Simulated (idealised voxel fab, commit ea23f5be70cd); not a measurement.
process module | voxel transistor to metal
cross-section cut | 160 nm wide | cells 5 nm
A cross-section is a grid of square cells, given in bands from the top down. A band is one or more rows of cells.
Each band's line starts with the height of the band's top and of its bottom, in nm. Then come its materials from left to right, each with its width in nm. One material with "throughout" fills the band from edge to edge. "air" is empty space.
Height 0 is the level under which the wafer as received is all one material. The lowest band goes on downwards, as in "0 down".
A width such as "30 to 40" changes by the same amount from each row of cells to the next, from the band's top row to its bottom row.
"no change" after a step means that no cell of the cross-section changed.
closed voids: empty space of 8 cells or more with no open way to the top, each as width x height at its distance from the left edge, in nm
after a step's settings: what the simulator itself notes on the step
overlay nm, on a step with a mask: how far to the right of its planned place the mask lay; to the left if negative
plan
1 op RECEIVE | material Si
2 op CONFORMAL_DEP | material SiO2 | thk nm 5
3 op CONFORMAL_DEP | material SiN | thk nm 15
4 op MASKED_ETCH | tone cover | mask id ACTIVE | width nm 125 | etch materials SiN | depth nm 15 | overlay nm 0
5 op MASKED_ETCH | tone cover | mask id ACTIVE | width nm 125 | etch materials SiO2 | depth nm 5 | overlay nm 0
6 op MASKED_ETCH | tone cover | mask id ACTIVE | width nm 125 | etch materials Si | depth nm 25 | overlay nm 0
7 op FILL_DEP | material SiO2 | thk nm 15
8 op CMP | height nm 20
9 op SELECTIVE_ETCH | etch materials SiO2 | depth nm 15
10 op STRIP | etch materials SiN
11 op SELECTIVE_ETCH | etch materials SiO2 | depth nm 5
12 op OXIDIZE | depth nm 5
13 op DIRECTIONAL_DEP | material polySi | thk nm 30
14 op DIRECTIONAL_DEP | material SiCN | thk nm 10
15 op DIRECTIONAL_DEP | material aC | thk nm 10
16 op PATTERN | tone cover | mask id GATE | material resist | width nm 25 | thk nm 25 | overlay nm 0
17 op DIRECTIONAL_ETCH | etch materials aC | depth nm 10
18 op STRIP | etch materials resist
19 op DIRECTIONAL_ETCH | etch materials SiCN | depth nm 20
20 op DIRECTIONAL_ETCH | etch materials polySi | depth nm 40
21 op STRIP | etch materials aC
22 op CONFORMAL_DEP | material SiO2 | thk nm 5
23 op DIRECTIONAL_ETCH | etch materials SiO2 | depth nm 5
24 op CONFORMAL_DEP | material SiN | thk nm 10
25 op DIRECTIONAL_ETCH | etch materials SiN | depth nm 10
26 op DIRECTIONAL_ETCH | etch materials SiO2 | depth nm 5
27 op EPI | material pSi | thk nm 5
28 op FILL_DEP | material SiO2 | thk nm 10
29 op CMP | height nm 30
30 op STRIP | etch materials polySi
31 op SELECTIVE_ETCH | etch materials SiO2 | depth nm 5
32 op CONFORMAL_DEP | material HfO2 | thk nm 5
33 op CONFORMAL_DEP | material TiN | thk nm 5
34 op FILL_DEP | material W | thk nm 5
35 op CMP | height nm 25
36 op DIRECTIONAL_DEP | material SiO2 | thk nm 10
37 op PATTERN | tone open | mask id CONTACT | material resist | width nm 20 | pitch nm 85 | thk nm 20 | overlay nm 0
38 op DIRECTIONAL_ETCH | etch materials SiO2 | depth nm 35
39 op STRIP | etch materials resist
40 op CONFORMAL_DEP | material TiN | thk nm 5
41 op FILL_DEP | material Ru | thk nm 5
42 op CMP | height nm 35
43 op DIRECTIONAL_DEP | material TiN | thk nm 5
44 op DIRECTIONAL_DEP | material W | thk nm 25
45 op MASKED_ETCH | tone cover | mask id METAL_1 | width nm 20 | pitch nm 85 | etch materials W | depth nm 25 | overlay nm 0
46 op MASKED_ETCH | tone cover | mask id METAL_1 | width nm 20 | pitch nm 85 | etch materials TiN | depth nm 5 | overlay nm 0
47 op CONFORMAL_DEP | material SiCN | thk nm 5
48 op FILL_DEP | material lowk | thk nm 10
49 op CMP | height nm 65
50 op CONFORMAL_DEP | material SiCN | thk nm 5
51 op DIRECTIONAL_DEP | material SiO2 | thk nm 25
52 op MASKED_ETCH | tone open | mask id METAL_2 | width nm 20 | pitch nm 85 | etch materials SiO2 | depth nm 15 | overlay nm 0
53 op DIRECTIONAL_DEP | material aC | thk nm 15
54 op PATTERN | tone open | mask id METAL_2_HOLES | material resist | width nm 15 | pitch nm 85 | thk nm 30 | overlay nm 0
55 op DIRECTIONAL_ETCH | etch materials aC | depth nm 15
56 op STRIP | etch materials resist
57 op DIRECTIONAL_ETCH | etch materials SiO2 | depth nm 10
58 op DIRECTIONAL_ETCH | etch materials SiCN | depth nm 5
59 op STRIP | etch materials aC
60 op CONFORMAL_DEP | material TiN | thk nm 5
61 op FILL_DEP | material Cu | thk nm 5
62 op CMP | height nm 95
63 op CONFORMAL_DEP | material SiCN | thk nm 5
as received, after step 1
  0 down: Si throughout
  closed voids: none
a wafer at the end: this start, this plan, one mistake
  100 to 95: SiCN throughout
  95 to 85: SiO2 25 | TiN 5 | Cu 10 | TiN 5 | SiO2 65 | TiN 5 | Cu 10 | TiN 5 | SiO2 30
  85 to 80: SiO2 25 | TiN 5 | Cu 5 | TiN 10 | SiO2 65 | TiN 5 | Cu 5 | TiN 10 | SiO2 30
  80 to 70: SiO2 25 | TiN 5 | Cu 5 | TiN 5 | SiO2 70 | TiN 5 | Cu 5 | TiN 5 | SiO2 35
  70 to 65: SiCN 25 | TiN 15 | SiCN 70 | TiN 15 | SiCN 35
  65 to 40: lowk 20 | SiCN 5 | W 20 | SiCN 5 | lowk 55 | SiCN 5 | W 20 | SiCN 5 | lowk 25
  40 to 35: SiCN 25 | TiN 20 | SiCN 65 | TiN 20 | SiCN 30
  35 to 25: SiO2 25 | TiN 5 | Ru 10 | TiN 5 | SiO2 65 | TiN 5 | Ru 10 | TiN 5 | SiO2 30
  25 to 10: SiO2 25 | TiN 5 | Ru 10 | TiN 5 | SiN 15 | HfO2 5 | TiN 5 | W 15 | TiN 5 | HfO2 5 | SiN 15 | TiN 5 | Ru 10 | TiN 5 | SiO2 30
  10 to 5: SiO2 25 | TiN 20 | SiN 15 | HfO2 5 | TiN 5 | W 15 | TiN 5 | HfO2 5 | SiN 15 | TiN 20 | SiO2 30
  5 to 0: SiN 60 | HfO2 5 | TiN 25 | HfO2 5 | SiN 65
  0 to -5: SiO2 60 | HfO2 35 | SiO2 65
  -5 to -25: SiO2 15 | Si 125 | SiO2 20
  -25 down: Si throughout
  closed voids: none
what went wrong: step 24 ran as: op CONFORMAL_DEP | material SiN | thk nm 15
